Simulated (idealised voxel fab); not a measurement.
process module | voxel self aligned contacts
cross-section cut | 245 nm wide | cells 5 nm
A cross-section is a grid of square cells, given in bands from the top down. A band is one or more rows of cells.
Each band's line starts with the height of the band's top and of its bottom, in nm. Then come its materials from left to right, each with its width in nm. One material with "throughout" fills the band from edge to edge. "air" is empty space.
Height 0 is the level under which the wafer as received is all one material. The lowest band goes on downwards, as in "0 down".
A width such as "30 to 40" changes by the same amount from each row of cells to the next, from the band's top row to its bottom row.
"no change" after a step means that no cell of the cross-section changed.
closed voids: empty space of 8 cells or more with no open way to the top, each as width x height at its distance from the left edge, in nm
after a step's settings: what the simulator itself notes on the step
overlay nm, on a step with a mask: how far to the right of its planned place the mask lay; to the left if negative
plan
1 op RECEIVE | material Si
2 op CONFORMAL_DEP | material SiO2 | thk nm 5
3 op DIRECTIONAL_DEP | material polySi | thk nm 20
4 op DIRECTIONAL_DEP | material SiN | thk nm 20
5 op PATTERN | tone cover | mask id GATE | material resist | width nm 35 | pitch nm 70 | thk nm 20 | overlay nm 0
6 op DIRECTIONAL_ETCH | etch materials SiN | depth nm 20
7 op DIRECTIONAL_ETCH | etch materials polySi | depth nm 20
8 op STRIP | etch materials resist
9 op CONFORMAL_DEP | material SiN | thk nm 5
10 op DIRECTIONAL_ETCH | etch materials SiN | depth nm 5
11 op FILL_DEP | material SiO2 | thk nm 10
12 op CMP | height nm 50
13 op DIRECTIONAL_DEP | material aC | thk nm 15
14 op PATTERN | tone open | mask id CONTACT | material resist | width nm 45 | pitch nm 70 | thk nm 35 | overlay nm 0
15 op DIRECTIONAL_ETCH | etch materials aC | depth nm 15
16 op STRIP | etch materials resist
17 op DIRECTIONAL_ETCH | etch materials SiO2 | depth nm 50
18 op STRIP | etch materials aC
19 op CONFORMAL_DEP | material TiN | thk nm 5
20 op FILL_DEP | material W | thk nm 5
21 op CMP | height nm 50
22 op CONFORMAL_DEP | material SiCN | thk nm 5
as received, after step 1
  0 down: Si throughout
  closed voids: none
first wafer at the end, as planned
  55 to 50: SiCN throughout
  50 to 45: SiO2 65 | TiN 15 | W 15 | TiN 15 | SiO2 25 | TiN 15 | W 15 | TiN 15 | SiO2 65
  45 to 25: SiO2 30 | SiN 45 | TiN 5 | W 15 | TiN 5 | SiN 45 | TiN 5 | W 15 | TiN 5 | SiN 45 | SiO2 30
  25 to 5: SiO2 30 | SiN 5 | polySi 35 | SiN 5 | TiN 5 | W 15 | TiN 5 | SiN 5 | polySi 35 | SiN 5 | TiN 5 | W 15 | TiN 5 | SiN 5 | polySi 35 | SiN 5 | SiO2 30
  5 to 0: SiO2 75 | TiN 25 | SiO2 45 | TiN 25 | SiO2 75
  0 down: Si throughout
  closed voids: none
second wafer at the end: like start, like plan, one mistake
  55 to 50: SiCN throughout
  50 to 45: SiO2 65 | TiN 10 | W 25 | TiN 10 | SiO2 25 | TiN 10 | W 25 | TiN 10 | SiO2 65
  45 to 25: SiO2 35 | SiN 35 | TiN 5 | W 25 | TiN 5 | SiN 35 | TiN 5 | W 25 | TiN 5 | SiN 35 | SiO2 35
  25 to 5: SiO2 35 | SiN 5 | polySi 25 | SiN 5 | TiN 5 | W 25 | TiN 5 | SiN 5 | polySi 25 | SiN 5 | TiN 5 | W 25 | TiN 5 | SiN 5 | polySi 25 | SiN 5 | SiO2 35
  5 to 0: SiO2 70 | TiN 35 | SiO2 35 | TiN 35 | SiO2 70
  0 down: Si throughout
  closed voids: none
what went wrong: step 5 ran as: op PATTERN | tone cover | mask id GATE | material resist | width nm 25 | pitch nm 70 | thk nm 20 | overlay nm 0
at the end the second wafer has, in cells: 24 fewer of SiN | 12 more of SiO2 | 36 more of W | 24 fewer of polySi
